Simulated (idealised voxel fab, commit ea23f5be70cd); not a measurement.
Process module in this document: voxel gate over fins
Each square cell in cross-section cut measures 5 nm, and the section as a whole is 255 nm wide.
Cross-section = grid of square cells, listed top down in bands; band = one or more rows. Top height, bottom height, nm. Materials left to right, width each, nm. Single material + "full width" = fills band edge to edge. "empty" = empty. It should be noted that heights are counted from 0, beneath which the wafer as supplied is of one material throughout, and that the lowest band possesses no lower boundary but continues downward, as written in "from 0 down". Width "30 to 40": first value at the band's top row of cells, second value at its bottom row, equal change from row to row. Where a step carries "no alterations made", the cross-section came out of it unchanged, cell for cell. Heads up: "Fully sealed cavities" only lists the empty pockets with no open path to the top that are 8 cells or more, and it writes them as width x height at distance, distance from the left edge, in nm. Anything after a step's settings on that line? It's the simulator's own note about the step. Steps that use a mask can have "overlay nm" on their line. It says how far the mask sat to the right of where it was meant to be. Negative means to the left.

[The planned process steps are enumerated hereunder]
1: RECEIVE (material Si)
2: CONFORMAL_DEP (material SiN; thk nm 10)
3: PATTERN (tone cover; mask id FINS; material resist; width nm 15; pitch nm 35; thk nm 15; overlay nm -15)
4: DIRECTIONAL_ETCH (etch materials SiN; depth nm 10)
5: DIRECTIONAL_ETCH (etch materials Si; depth nm 30)
6: STRIP (etch materials resist)
7: FILL_DEP (material SiO2; thk nm 5)
8: CMP (height nm 10)
9: SELECTIVE_ETCH (etch materials SiO2; depth nm 25)
10: STRIP (etch materials SiN)
11: CONFORMAL_DEP (material HfO2; thk nm 5)
12: CONFORMAL_DEP (material TiN; thk nm 5)
13: CONFORMAL_DEP (material TiAl; thk nm 5)
14: CONFORMAL_DEP (material TiN; thk nm 5)
15: FILL_DEP (material W; thk nm 15)
16: CMP (height nm 30)
17: CONFORMAL_DEP (material SiN; thk nm 10)
What sets these wafers apart? The overlay nm at step 3. They all start alike, and the plan carries the first wafer's value.

[Cross-sectional view of the first of several wafers in the as-received condition, corresponding to the state following step 1]
from 0 down: Si full width
Fully sealed cavities: none

[Quick key for the table: a row per wafer, taken at the end of the module. For each material it tells you how many cells the wafer gained (+) or lost (-) since it came in, and the closed voids come after]
overlay nm -15, +75 HfO2, -234 Si, +102 SiN, +117 SiO2, +57 TiAl, +132 TiN, +159 W, Fully sealed cavities: none
overlay nm -10, +75 HfO2, -234 Si, +102 SiN, +117 SiO2, +57 TiAl, +132 TiN, +159 W, Fully sealed cavities: none
overlay nm -5, +75 HfO2, -234 Si, +102 SiN, +117 SiO2, +57 TiAl, +132 TiN, +159 W, Fully sealed cavities: none
overlay nm 0, +75 HfO2, -234 Si, +102 SiN, +117 SiO2, +57 TiAl, +132 TiN, +159 W, Fully sealed cavities: none
overlay nm 5, +75 HfO2, -234 Si, +102 SiN, +117 SiO2, +57 TiAl, +132 TiN, +159 W, Fully sealed cavities: none
overlay nm 10, +75 HfO2, -234 Si, +102 SiN, +117 SiO2, +57 TiAl, +132 TiN, +159 W, Fully sealed cavities: none
overlay nm 15, +75 HfO2, -234 Si, +102 SiN, +117 SiO2, +57 TiAl, +132 TiN, +159 W, Fully sealed cavities: none
